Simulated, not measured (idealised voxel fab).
Process module heading - voxel fin reveal
It is cross-section cut that appears here, measuring 180 nm in width, its square cells being 5 nm in size.
When this document writes out a cross-section, it uses a grid of square cells and lists it as bands, beginning at the top and moving down, with a band standing for one or more rows of cells. Within each band entry, the heights of the top and of the bottom of the band appear first, in that order and in nm; the materials of the band then follow from left to right, each with its corresponding width in nm. The designation "edge to edge" on a single material indicates that it fills the band from edge to edge; the designation "empty" indicates empty space. Heights are expressed relative to 0, this being the level below which the as-received wafer comprises one material exclusively. The lowest band is unbounded in the downward direction and is denoted as in "0 -> down". Per-row width for "30..40": begins at first number (top row of band), ends at second number (bottom row), increment between rows held constant. "same as before" means the step left every cell of the cross-section as it was. Closed-off voids of 8+ cells (no open route to the top) go in "Completely enclosed voids", written width x height at distance from the left edge, in nm. Read whatever lies past the settings on a step's line as the simulator's own remark about the step. When a step includes a mask, the "overlay nm" setting on its line states how far to the right of its planned place that mask lay, and negative values state how far to the left.

## Planned step list for the process
| 1 | RECEIVE (material Si) |
| 2 | CONFORMAL_DEP (material SiN; thk nm 10) |
| 3 | DIRECTIONAL_DEP (material aC; thk nm 15) |
| 4 | PATTERN (tone cover; mask id FINS; material resist; width nm 15; pitch nm 40; thk nm 35; overlay nm 0) |
| 5 | DIRECTIONAL_ETCH (etch materials aC; depth nm 15) |
| 6 | STRIP (etch materials resist) |
| 7 | DIRECTIONAL_ETCH (etch materials SiN; depth nm 10) |
| 8 | DIRECTIONAL_ETCH (etch materials Si; depth nm 35) |
| 9 | STRIP (etch materials aC) |
| 10 | FILL_DEP (material SiO2; thk nm 10) |
| 11 | CMP (height nm 10) |
| 12 | SELECTIVE_ETCH (etch materials SiO2; depth nm 10) |
| 13 | STRIP (etch materials SiN) |
What sets these wafers apart? The depth nm at step 12. They all start alike, and the plan carries the first wafer's value.

## The first of several wafers as received, shown in cross-section; this is its state after step 1
	0 -> down  Si edge to edge
	Completely enclosed voids: none

## First of several wafers in cross-section at module end, following the final step, step 13
	0 -> -35  40 SiO2, then 15 Si, then 25 SiO2, then 15 Si, then 25 SiO2, then 15 Si, then 45 SiO2
	-35 -> down  Si edge to edge
	Completely enclosed voids: none

## End of module, last wafer sectioned
	0 -> -25  40 empty, then 15 Si, then 25 empty, then 15 Si, then 25 empty, then 15 Si, then 45 empty
	-25 -> -35  40 SiO2, then 15 Si, then 25 SiO2, then 15 Si, then 25 SiO2, then 15 Si, then 45 SiO2
	-35 -> down  Si edge to edge
	Completely enclosed voids: none

## Gained (+) or lost (-) cells of each material since receipt, then closed voids: one row per wafer, at the end of the module
depth nm 10; -189 Si; +189 SiO2; Completely enclosed voids: none
depth nm 15; -189 Si; +162 SiO2; Completely enclosed voids: none
depth nm 20; -189 Si; +135 SiO2; Completely enclosed voids: none
depth nm 25; -189 Si; +108 SiO2; Completely enclosed voids: none
depth nm 30; -189 Si; +81 SiO2; Completely enclosed voids: none
depth nm 35; -189 Si; +54 SiO2; Completely enclosed voids: none
